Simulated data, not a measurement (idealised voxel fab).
process module | voxel trench capacitor
cross-section cut | 230 nm wide | cells 5 nm
A cross-section is a grid of square cells, given in bands from the top down. A band is one or more rows of cells.
Each band's line starts with the height of the band's top and of its bottom, in nm. Then come its materials from left to right, each with its width in nm. One material with "throughout" fills the band from edge to edge. "air" is empty space.
Height 0 is the level under which the wafer as received is all one material. The lowest band goes on downwards, as in "0 down".
A width such as "30 to 40" changes by the same amount from each row of cells to the next, from the band's top row to its bottom row.
"no change" after a step means that no cell of the cross-section changed.
closed voids: empty space of 8 cells or more with no open way to the top, each as width x height at its distance from the left edge, in nm
after a step's settings: what the simulator itself notes on the step
overlay nm, on a step with a mask: how far to the right of its planned place the mask lay; to the left if negative
plan
1 op RECEIVE | material Si
2 op CONFORMAL_DEP | material SiN | thk nm 5
3 op DIRECTIONAL_DEP | material aC | thk nm 15
4 op PATTERN | tone open | mask id TRENCH | material resist | width nm 30 | pitch nm 55 | thk nm 35 | overlay nm 0
5 op DIRECTIONAL_ETCH | etch materials aC | depth nm 15
6 op STRIP | etch materials resist
7 op DIRECTIONAL_ETCH | etch materials SiN | depth nm 5
8 op DIRECTIONAL_ETCH | etch materials Si | depth nm 35
9 op STRIP | etch materials aC
10 op CONFORMAL_DEP | material HfO2 | thk nm 5
11 op CONFORMAL_DEP | material TiN | thk nm 5
12 op FILL_DEP | material W | thk nm 5
13 op CMP | height nm 5
as received, after step 1
  0 down: Si throughout
  closed voids: none
a wafer at the end: this start, this plan, one mistake
  5 to 0: SiN 20 | HfO2 5 | TiN 5 | W 5 | TiN 5 | HfO2 5 | SiN 30 | HfO2 5 | TiN 5 | W 5 | TiN 5 | HfO2 5 | SiN 30 | HfO2 5 | TiN 5 | W 5 | TiN 5 | HfO2 5 | SiN 30 | HfO2 5 | TiN 5 | W 5 | TiN 5 | HfO2 5 | SiN 20
  0 to -25: Si 20 | HfO2 5 | TiN 5 | W 5 | TiN 5 | HfO2 5 | Si 30 | HfO2 5 | TiN 5 | W 5 | TiN 5 | HfO2 5 | Si 30 | HfO2 5 | TiN 5 | W 5 | TiN 5 | HfO2 5 | Si 30 | HfO2 5 | TiN 5 | W 5 | TiN 5 | HfO2 5 | Si 20
  -25 to -30: Si 20 | HfO2 5 | TiN 15 | HfO2 5 | Si 30 | HfO2 5 | TiN 15 | HfO2 5 | Si 30 | HfO2 5 | TiN 15 | HfO2 5 | Si 30 | HfO2 5 | TiN 15 | HfO2 5 | Si 20
  -30 to -35: Si 20 | HfO2 25 | Si 30 | HfO2 25 | Si 30 | HfO2 25 | Si 30 | HfO2 25 | Si 20
  -35 down: Si throughout
  closed voids: none
what went wrong: step 4 ran as: op PATTERN | tone open | mask id TRENCH | material resist | width nm 25 | pitch nm 55 | thk nm 35 | overlay nm 0
